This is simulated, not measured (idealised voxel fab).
Presented below is a process module, voxel fin reveal.
Displayed cross-section: cut, width of 240 nm, square cells sized 5 nm.
How to read a cross-section here: the picture is a grid of square cells, written as bands going from the top down, and any band can span one or more rows of cells. Heads up on the band format: heights come first, top then bottom, in nm. After that it's the materials left to right, each with its width in nm. A single material flagged "edge to edge" fills the whole band edge to edge, and "blank" means there's empty space there. For the purposes of this specification, 0 denotes the height below which the wafer in its as-received condition is composed wholly of one material, and the lowermost band, lacking a lower limit, extends downward without end, as expressed in "top 0, no bottom". Width "30 to 40": first value at the band's top row of cells, second value at its bottom row, equal change from row to row. When a step is marked "remained unchanged", none of the cells in the cross-section changed during that step. Closed-off voids of 8+ cells (no open route to the top) go in "Trapped void list", written width x height at distance from the left edge, in nm. On a step's line, text after the settings is the simulator commenting on that step. overlay nm: where the mask lay relative to plan, measured to the right, on steps with a mask; negatives go left. The remainder of this document consists of a sequence of paired cross-sections. Each pair presents the cross-section prior to one process step together with the cross-section following it, the latter being rendered only as deep as the lowest band that underwent change. The intervening step, together with its settings, is stated beneath each pair. Because the pairs may originate from different runs of this module on the same starting wafer, a given pair is to be read as continuing from the preceding pair only where its entry headed "Prior state" so indicates.

**Prior state**
> top 0, no bottom  Si edge to edge
> Trapped void list: none

**Post-Step Section View**
> top 5, bottom 0  SiN edge to edge
> Anything lower than 0 is untouched.
> Trapped void list: none
Step applied between the pre-step and post-step cross-sections shown above: CONFORMAL_DEP: material SiN, thk nm 5

Prior state: check the pair just above; its after cross-section is our before state.

**Post-Step Section View**
> top 20, bottom 5  60 of blank | 15 of resist | 20 of blank | 15 of resist | 20 of blank | 15 of resist | 20 of blank | 15 of resist | 60 of blank
> Anything lower than 5 is untouched.
> Trapped void list: none
Step applied between the pre-step and post-step cross-sections shown above: PATTERN: tone cover, mask id FINS, material resist, width nm 15, pitch nm 35, thk nm 15, overlay nm 0

Prior state: check the pair just above; its after cross-section is our before state.

**Post-Step Section View**
> top 20, bottom 5  60 of blank | 15 of resist | 20 of blank | 15 of resist | 20 of blank | 15 of resist | 20 of blank | 15 of resist | 60 of blank
> top 5, bottom 0  60 of blank | 15 of SiN | 20 of blank | 15 of SiN | 20 of blank | 15 of SiN | 20 of blank | 15 of SiN | 60 of blank
> Anything lower than 0 is untouched.
> Trapped void list: none
Step applied between the pre-step and post-step cross-sections shown above: DIRECTIONAL_ETCH: etch materials SiN, depth nm 5

Prior state: check the pair just above; its after cross-section is our before state.

**Post-Step Section View**
> top 20, bottom 5  60 of blank | 15 of resist | 20 of blank | 15 of resist | 20 of blank | 15 of resist | 20 of blank | 15 of resist | 60 of blank
> top 5, bottom 0  60 of blank | 15 of SiN | 20 of blank | 15 of SiN | 20 of blank | 15 of SiN | 20 of blank | 15 of SiN | 60 of blank
> top 0, bottom -35  60 of blank | 15 of Si | 20 of blank | 15 of Si | 20 of blank | 15 of Si | 20 of blank | 15 of Si | 60 of blank
> Anything lower than -35 is untouched.
> Trapped void list: none
Step applied between the pre-step and post-step cross-sections shown above: DIRECTIONAL_ETCH: etch materials Si, depth nm 35

Prior state: check the pair just above; its after cross-section is our before state.

**Post-Step Section View**
> top 5, bottom 0  60 of blank | 15 of SiN | 20 of blank | 15 of SiN | 20 of blank | 15 of SiN | 20 of blank | 15 of SiN | 60 of blank
> Anything lower than 0 is untouched.
> Trapped void list: none
Step applied between the pre-step and post-step cross-sections shown above: STRIP: etch materials resist

Prior state: check the pair just above; its after cross-section is our before state.

**Post-Step Section View**
> top 20, bottom 5  SiO2 edge to edge
> top 5, bottom 0  60 of SiO2 | 15 of SiN | 20 of SiO2 | 15 of SiN | 20 of SiO2 | 15 of SiN | 20 of SiO2 | 15 of SiN | 60 of SiO2
> top 0, bottom -35  60 of SiO2 | 15 of Si | 20 of SiO2 | 15 of Si | 20 of SiO2 | 15 of Si | 20 of SiO2 | 15 of Si | 60 of SiO2
> Anything lower than -35 is untouched.
> Trapped void list: none
Step applied between the pre-step and post-step cross-sections shown above: FILL_DEP: material SiO2, thk nm 15

Prior state: check the pair just above; its after cross-section is our before state.

**Post-Step Section View**
> top 5, bottom 0  60 of SiO2 | 15 of SiN | 20 of SiO2 | 15 of SiN | 20 of SiO2 | 15 of SiN | 20 of SiO2 | 15 of SiN | 60 of SiO2
> Anything lower than 0 is untouched.
> Trapped void list: none
Step applied between the pre-step and post-step cross-sections shown above: CMP: height nm 5

Prior state: check the pair just above; its after cross-section is our before state.

**Post-Step Section View**
> top 5, bottom 0  60 of blank | 15 of SiN | 20 of blank | 15 of SiN | 20 of blank | 15 of SiN | 20 of blank | 15 of SiN | 60 of blank
> top 0, bottom -10  60 of blank | 15 of Si | 20 of blank | 15 of Si | 20 of blank | 15 of Si | 20 of blank | 15 of Si | 60 of blank
> Anything lower than -10 is untouched.
> Trapped void list: none
Step applied between the pre-step and post-step cross-sections shown above: SELECTIVE_ETCH: etch materials SiO2, depth nm 15

Prior state: check the pair just above; its after cross-section is our before state.

**Post-Step Section View**
> top 0, bottom -10  60 of blank | 15 of Si | 20 of blank | 15 of Si | 20 of blank | 15 of Si | 20 of blank | 15 of Si | 60 of blank
> Anything lower than -10 is untouched.
> Trapped void list: none
Step applied between the pre-step and post-step cross-sections shown above: STRIP: etch materials SiN

**Prior state**
> top 5, bottom 0  60 of blank | 15 of SiN | 20 of blank | 15 of SiN | 20 of blank | 15 of SiN | 20 of blank | 15 of SiN | 60 of blank
> top 0, bottom -10  60 of blank | 15 of Si | 20 of blank | 15 of Si | 20 of blank | 15 of Si | 20 of blank | 15 of Si | 60 of blank
> top -10, bottom -35  60 of SiO2 | 15 of Si | 20 of SiO2 | 15 of Si | 20 of SiO2 | 15 of Si | 20 of SiO2 | 15 of Si | 60 of SiO2
> top -35, no bottom  Si edge to edge
> Trapped void list: none

**Post-Step Section View**
> top 5, bottom 0  60 of blank | 15 of SiN | 20 of blank | 15 of SiN | 20 of blank | 15 of SiN | 20 of blank | 15 of SiN | 60 of blank
> top 0, bottom -25  60 of blank | 15 of Si | 20 of blank | 15 of Si | 20 of blank | 15 of Si | 20 of blank | 15 of Si | 60 of blank
> Anything lower than -25 is untouched.
> Trapped void list: none
Step applied between the pre-step and post-step cross-sections shown above: SELECTIVE_ETCH: etch materials SiO2, depth nm 15

Prior state: check the pair just above; its after cross-section is our before state.

**Post-Step Section View**
> top 0, bottom -25  60 of blank | 15 of Si | 20 of blank | 15 of Si | 20 of blank | 15 of Si | 20 of blank | 15 of Si | 60 of blank
> Anything lower than -25 is untouched.
> Trapped void list: none
Step applied between the pre-step and post-step cross-sections shown above: STRIP: etch materials SiN

**Prior state**
> top 5, bottom 0  60 of SiO2 | 15 of SiN | 20 of SiO2 | 15 of SiN | 20 of SiO2 | 15 of SiN | 20 of SiO2 | 15 of SiN | 60 of SiO2
> top 0, bottom -35  60 of SiO2 | 15 of Si | 20 of SiO2 | 15 of Si | 20 of SiO2 | 15 of Si | 20 of SiO2 | 15 of Si | 60 of SiO2
> top -35, no bottom  Si edge to edge
> Trapped void list: none

**Post-Step Section View**
> top 5, bottom 0  60 of SiO2 | 15 of blank | 20 of SiO2 | 15 of blank | 20 of SiO2 | 15 of blank | 20 of SiO2 | 15 of blank | 60 of SiO2
> Anything lower than 0 is untouched.
> Trapped void list: none
Step applied between the pre-step and post-step cross-sections shown above: STRIP: etch materials SiN

Prior state: check the pair just above; its after cross-section is our before state.

**Post-Step Section View**
> top 0, bottom -10  60 of blank | 15 of Si | 20 of blank | 15 of Si | 20 of blank | 15 of Si | 20 of blank | 15 of Si | 60 of blank
> top -10, bottom -15  45 of SiO2 | 15 of blank | 15 of Si | 20 of blank | 15 of Si | 20 of blank | 15 of Si | 20 of blank | 15 of Si | 15 of blank | 45 of SiO2
> Anything lower than -15 is untouched.
> Trapped void list: none
Step applied between the pre-step and post-step cross-sections shown above: SELECTIVE_ETCH: etch materials SiO2, depth nm 15

**Prior state**
> top 5, bottom 0  60 of SiO2 | 15 of SiN | 20 of SiO2 | 15 of SiN | 20 of SiO2 | 15 of SiN | 20 of SiO2 | 15 of SiN | 60 of SiO2
> top 0, bottom -35  60 of SiO2 | 15 of Si | 20 of SiO2 | 15 of Si | 20 of SiO2 | 15 of Si | 20 of SiO2 | 15 of Si | 60 of SiO2
> top -35, no bottom  Si edge to edge
> Trapped void list: none

**Post-Step Section View**
> top 5, bottom 0  60 of blank | 15 of SiN | 20 of blank | 15 of SiN | 20 of blank | 15 of SiN | 20 of blank | 15 of SiN | 60 of blank
> top 0, bottom -20  60 of blank | 15 of Si | 20 of blank | 15 of Si | 20 of blank | 15 of Si | 20 of blank | 15 of Si | 60 of blank
> Anything lower than -20 is untouched.
> Trapped void list: none
Step applied between the pre-step and post-step cross-sections shown above: SELECTIVE_ETCH: etch materials SiO2, depth nm 25

Prior state: check the pair just above; its after cross-section is our before state.

**Post-Step Section View**
> top 0, bottom -20  60 of blank | 15 of Si | 20 of blank | 15 of Si | 20 of blank | 15 of Si | 20 of blank | 15 of Si | 60 of blank
> Anything lower than -20 is untouched.
> Trapped void list: none
Step applied between the pre-step and post-step cross-sections shown above: STRIP: etch materials SiN

**Prior state**
> top 5, bottom 0  SiN edge to edge
> top 0, no bottom  Si edge to edge
> Trapped void list: none

**Post-Step Section View**
> top 20, bottom 5  60 of blank | 20 of resist | 15 of blank | 20 of resist | 15 of blank | 20 of resist | 15 of blank | 20 of resist | 55 of blank
> Anything lower than 5 is untouched.
> Trapped void list: none
Step applied between the pre-step and post-step cross-sections shown above: PATTERN: tone cover, mask id FINS, material resist, width nm 20, pitch nm 35, thk nm 15, overlay nm 0

Prior state: check the pair just above; its after cross-section is our before state.

**Post-Step Section View**
> top 20, bottom 5  60 of blank | 20 of resist | 15 of blank | 20 of resist | 15 of blank | 20 of resist | 15 of blank | 20 of resist | 55 of blank
> top 5, bottom 0  60 of blank | 20 of SiN | 15 of blank | 20 of SiN | 15 of blank | 20 of SiN | 15 of blank | 20 of SiN | 55 of blank
> Anything lower than 0 is untouched.
> Trapped void list: none
Step applied between the pre-step and post-step cross-sections shown above: DIRECTIONAL_ETCH: etch materials SiN, depth nm 5

Prior state: check the pair just above; its after cross-section is our before state.

**Post-Step Section View**
> top 20, bottom 5  60 of blank | 20 of resist | 15 of blank | 20 of resist | 15 of blank | 20 of resist | 15 of blank | 20 of resist | 55 of blank
> top 5, bottom 0  60 of blank | 20 of SiN | 15 of blank | 20 of SiN | 15 of blank | 20 of SiN | 15 of blank | 20 of SiN | 55 of blank
> top 0, bottom -35  60 of blank | 20 of Si | 15 of blank | 20 of Si | 15 of blank | 20 of Si | 15 of blank | 20 of Si | 55 of blank
> Anything lower than -35 is untouched.
> Trapped void list: none
Step applied between the pre-step and post-step cross-sections shown above: DIRECTIONAL_ETCH: etch materials Si, depth nm 35

Prior state: check the pair just above; its after cross-section is our before state.

**Post-Step Section View**
> top 5, bottom 0  60 of blank | 20 of SiN | 15 of blank | 20 of SiN | 15 of blank | 20 of SiN | 15 of blank | 20 of SiN | 55 of blank
> Anything lower than 0 is untouched.
> Trapped void list: none
Step applied between the pre-step and post-step cross-sections shown above: STRIP: etch materials resist

Prior state: check the pair just above; its after cross-section is our before state.

**Post-Step Section View**
> top 20, bottom 5  SiO2 edge to edge
> top 5, bottom 0  60 of SiO2 | 20 of SiN | 15 of SiO2 | 20 of SiN | 15 of SiO2 | 20 of SiN | 15 of SiO2 | 20 of SiN | 55 of SiO2
> top 0, bottom -35  60 of SiO2 | 20 of Si | 15 of SiO2 | 20 of Si | 15 of SiO2 | 20 of Si | 15 of SiO2 | 20 of Si | 55 of SiO2
> Anything lower than -35 is untouched.
> Trapped void list: none
Step applied between the pre-step and post-step cross-sections shown above: FILL_DEP: material SiO2, thk nm 15

Prior state: check the pair just above; its after cross-section is our before state.

**Post-Step Section View**
> top 5, bottom 0  60 of SiO2 | 20 of SiN | 15 of SiO2 | 20 of SiN | 15 of SiO2 | 20 of SiN | 15 of SiO2 | 20 of SiN | 55 of SiO2
> Anything lower than 0 is untouched.
> Trapped void list: none
Step applied between the pre-step and post-step cross-sections shown above: CMP: height nm 5

Prior state: check the pair just above; its after cross-section is our before state.

**Post-Step Section View**
> top 5, bottom 0  60 of blank | 20 of SiN | 15 of blank | 20 of SiN | 15 of blank | 20 of SiN | 15 of blank | 20 of SiN | 55 of blank
> top 0, bottom -10  60 of blank | 20 of Si | 15 of blank | 20 of Si | 15 of blank | 20 of Si | 15 of blank | 20 of Si | 55 of blank
> Anything lower than -10 is untouched.
> Trapped void list: none
Step applied between the pre-step and post-step cross-sections shown above: SELECTIVE_ETCH: etch materials SiO2, depth nm 15

Prior state: check the pair just above; its after cross-section is our before state.

**Post-Step Section View**
> top 0, bottom -10  60 of blank | 20 of Si | 15 of blank | 20 of Si | 15 of blank | 20 of Si | 15 of blank | 20 of Si | 55 of blank
> Anything lower than -10 is untouched.
> Trapped void list: none
Step applied between the pre-step and post-step cross-sections shown above: STRIP: etch materials SiN

**Prior state**
> top 5, bottom 0  SiN edge to edge
> top 0, no bottom  Si edge to edge
> Trapped void list: none

**Post-Step Section View**
> top 20, bottom 5  65 of blank | 15 of resist | 20 of blank | 15 of resist | 20 of blank | 15 of resist | 20 of blank | 15 of resist | 55 of blank
> Anything lower than 5 is untouched.
> Trapped void list: none
Step applied between the pre-step and post-step cross-sections shown above: PATTERN: tone cover, mask id FINS, material resist, width nm 15, pitch nm 35, thk nm 15, overlay nm 5

Prior state: check the pair just above; its after cross-section is our before state.

**Post-Step Section View**
> top 20, bottom 5  65 of blank | 15 of resist | 20 of blank | 15 of resist | 20 of blank | 15 of resist | 20 of blank | 15 of resist | 55 of blank
> top 5, bottom 0  65 of blank | 15 of SiN | 20 of blank | 15 of SiN | 20 of blank | 15 of SiN | 20 of blank | 15 of SiN | 55 of blank
> Anything lower than 0 is untouched.
> Trapped void list: none
Step applied between the pre-step and post-step cross-sections shown above: DIRECTIONAL_ETCH: etch materials SiN, depth nm 5

Prior state: check the pair just above; its after cross-section is our before state.

**Post-Step Section View**
> top 20, bottom 5  65 of blank | 15 of resist | 20 of blank | 15 of resist | 20 of blank | 15 of resist | 20 of blank | 15 of resist | 55 of blank
> top 5, bottom 0  65 of blank | 15 of SiN | 20 of blank | 15 of SiN | 20 of blank | 15 of SiN | 20 of blank | 15 of SiN | 55 of blank
> top 0, bottom -35  65 of blank | 15 of Si | 20 of blank | 15 of Si | 20 of blank | 15 of Si | 20 of blank | 15 of Si | 55 of blank
> Anything lower than -35 is untouched.
> Trapped void list: none
Step applied between the pre-step and post-step cross-sections shown above: DIRECTIONAL_ETCH: etch materials Si, depth nm 35

Prior state: check the pair just above; its after cross-section is our before state.

**Post-Step Section View**
> top 5, bottom 0  65 of blank | 15 of SiN | 20 of blank | 15 of SiN | 20 of blank | 15 of SiN | 20 of blank | 15 of SiN | 55 of blank
> Anything lower than 0 is untouched.
> Trapped void list: none
Step applied between the pre-step and post-step cross-sections shown above: STRIP: etch materials resist

Prior state: check the pair just above; its after cross-section is our before state.

**Post-Step Section View**
> top 20, bottom 5  SiO2 edge to edge
> top 5, bottom 0  65 of SiO2 | 15 of SiN | 20 of SiO2 | 15 of SiN | 20 of SiO2 | 15 of SiN | 20 of SiO2 | 15 of SiN | 55 of SiO2
> top 0, bottom -35  65 of SiO2 | 15 of Si | 20 of SiO2 | 15 of Si | 20 of SiO2 | 15 of Si | 20 of SiO2 | 15 of Si | 55 of SiO2
> Anything lower than -35 is untouched.
> Trapped void list: none
Step applied between the pre-step and post-step cross-sections shown above: FILL_DEP: material SiO2, thk nm 15

Prior state: check the pair just above; its after cross-section is our before state.

**Post-Step Section View**
> top 5, bottom 0  65 of SiO2 | 15 of SiN | 20 of SiO2 | 15 of SiN | 20 of SiO2 | 15 of SiN | 20 of SiO2 | 15 of SiN | 55 of SiO2
> Anything lower than 0 is untouched.
> Trapped void list: none
Step applied between the pre-step and post-step cross-sections shown above: CMP: height nm 5

Prior state: check the pair just above; its after cross-section is our before state.

**Post-Step Section View**
> top 5, bottom 0  65 of blank | 15 of SiN | 20 of blank | 15 of SiN | 20 of blank | 15 of SiN | 20 of blank | 15 of SiN | 55 of blank
> top 0, bottom -10  65 of blank | 15 of Si | 20 of blank | 15 of Si | 20 of blank | 15 of Si | 20 of blank | 15 of Si | 55 of blank
> Anything lower than -10 is untouched.
> Trapped void list: none
Step applied between the pre-step and post-step cross-sections shown above: SELECTIVE_ETCH: etch materials SiO2, depth nm 15

Prior state: check the pair just above; its after cross-section is our before state.

**Post-Step Section View**
> top 0, bottom -10  65 of blank | 15 of Si | 20 of blank | 15 of Si | 20 of blank | 15 of Si | 20 of blank | 15 of Si | 55 of blank
> Anything lower than -10 is untouched.
> Trapped void list: none
Step applied between the pre-step and post-step cross-sections shown above: STRIP: etch materials SiN

**Prior state**
> top 5, bottom 0  60 of blank | 15 of SiN | 20 of blank | 15 of SiN | 20 of blank | 15 of SiN | 20 of blank | 15 of SiN | 60 of blank
> top 0, bottom -35  60 of blank | 15 of Si | 20 of blank | 15 of Si | 20 of blank | 15 of Si | 20 of blank | 15 of Si | 60 of blank
> top -35, no bottom  Si edge to edge
> Trapped void list: none

**Post-Step Section View**
> top 20, bottom 0  SiN edge to edge
> top 0, bottom -35  60 of SiN | 15 of Si | 20 of SiN | 15 of Si | 20 of SiN | 15 of Si | 20 of SiN | 15 of Si | 60 of SiN
> Anything lower than -35 is untouched.
> Trapped void list: none
Step applied between the pre-step and post-step cross-sections shown above: FILL_DEP: material SiN, thk nm 15

Prior state: check the pair just above; its after cross-section is our before state.

**Post-Step Section View**
> top 5, bottom 0  SiN edge to edge
> Anything lower than 0 is untouched.
> Trapped void list: none
Step applied between the pre-step and post-step cross-sections shown above: CMP: height nm 5

Prior state: check the pair just above; its after cross-section is our before state.

**Post-Step Section View**
> top 0, bottom -35  60 of blank | 15 of Si | 20 of blank | 15 of Si | 20 of blank | 15 of Si | 20 of blank | 15 of Si | 60 of blank
> Anything lower than -35 is untouched.
> Trapped void list: none
Step applied between the pre-step and post-step cross-sections shown above: STRIP: etch materials SiN

**Prior state**
> top 5, bottom 0  SiN edge to edge
> top 0, no bottom  Si edge to edge
> Trapped void list: none

**Post-Step Section View**
> top 20, bottom 5  60 of resist | 15 of blank | 20 of resist | 15 of blank | 20 of resist | 15 of blank | 20 of resist | 15 of blank | 60 of resist
> Anything lower than 5 is untouched.
> Trapped void list: none
Step applied between the pre-step and post-step cross-sections shown above: PATTERN: tone open, mask id FINS, material resist, width nm 15, pitch nm 35, thk nm 15, overlay nm 0

Prior state: check the pair just above; its after cross-section is our before state.

**Post-Step Section View**
> top 20, bottom 5  60 of resist | 15 of blank | 20 of resist | 15 of blank | 20 of resist | 15 of blank | 20 of resist | 15 of blank | 60 of resist
> top 5, bottom 0  60 of SiN | 15 of blank | 20 of SiN | 15 of blank | 20 of SiN | 15 of blank | 20 of SiN | 15 of blank | 60 of SiN
> Anything lower than 0 is untouched.
> Trapped void list: none
Step applied between the pre-step and post-step cross-sections shown above: DIRECTIONAL_ETCH: etch materials SiN, depth nm 5

Prior state: check the pair just above; its after cross-section is our before state.

**Post-Step Section View**
> top 20, bottom 5  60 of resist | 15 of blank | 20 of resist | 15 of blank | 20 of resist | 15 of blank | 20 of resist | 15 of blank | 60 of resist
> top 5, bottom 0  60 of SiN | 15 of blank | 20 of SiN | 15 of blank | 20 of SiN | 15 of blank | 20 of SiN | 15 of blank | 60 of SiN
> top 0, bottom -35  60 of Si | 15 of blank | 20 of Si | 15 of blank | 20 of Si | 15 of blank | 20 of Si | 15 of blank | 60 of Si
> Anything lower than -35 is untouched.
> Trapped void list: none
Step applied between the pre-step and post-step cross-sections shown above: DIRECTIONAL_ETCH: etch materials Si, depth nm 35

Prior state: check the pair just above; its after cross-section is our before state.

**Post-Step Section View**
> top 5, bottom 0  60 of SiN | 15 of blank | 20 of SiN | 15 of blank | 20 of SiN | 15 of blank | 20 of SiN | 15 of blank | 60 of SiN
> Anything lower than 0 is untouched.
> Trapped void list: none
Step applied between the pre-step and post-step cross-sections shown above: STRIP: etch materials resist

Prior state: check the pair just above; its after cross-section is our before state.

**Post-Step Section View**
> top 20, bottom 5  SiO2 edge to edge
> top 5, bottom 0  60 of SiN | 15 of SiO2 | 20 of SiN | 15 of SiO2 | 20 of SiN | 15 of SiO2 | 20 of SiN | 15 of SiO2 | 60 of SiN
> top 0, bottom -35  60 of Si | 15 of SiO2 | 20 of Si | 15 of SiO2 | 20 of Si | 15 of SiO2 | 20 of Si | 15 of SiO2 | 60 of Si
> Anything lower than -35 is untouched.
> Trapped void list: none
Step applied between the pre-step and post-step cross-sections shown above: FILL_DEP: material SiO2, thk nm 15

Prior state: check the pair just above; its after cross-section is our before state.

**Post-Step Section View**
> top 5, bottom 0  60 of SiN | 15 of SiO2 | 20 of SiN | 15 of SiO2 | 20 of SiN | 15 of SiO2 | 20 of SiN | 15 of SiO2 | 60 of SiN
> Anything lower than 0 is untouched.
> Trapped void list: none
Step applied between the pre-step and post-step cross-sections shown above: CMP: height nm 5

Prior state: check the pair just above; its after cross-section is our before state.

**Post-Step Section View**
> top 5, bottom 0  60 of SiN | 15 of blank | 20 of SiN | 15 of blank | 20 of SiN | 15 of blank | 20 of SiN | 15 of blank | 60 of SiN
> top 0, bottom -10  60 of Si | 15 of blank | 20 of Si | 15 of blank | 20 of Si | 15 of blank | 20 of Si | 15 of blank | 60 of Si
> Anything lower than -10 is untouched.
> Trapped void list: none
Step applied between the pre-step and post-step cross-sections shown above: SELECTIVE_ETCH: etch materials SiO2, depth nm 15

Prior state: check the pair just above; its after cross-section is our before state.

**Post-Step Section View**
> top 0, bottom -10  60 of Si | 15 of blank | 20 of Si | 15 of blank | 20 of Si | 15 of blank | 20 of Si | 15 of blank | 60 of Si
> Anything lower than -10 is untouched.
> Trapped void list: none
Step applied between the pre-step and post-step cross-sections shown above: STRIP: etch materials SiN
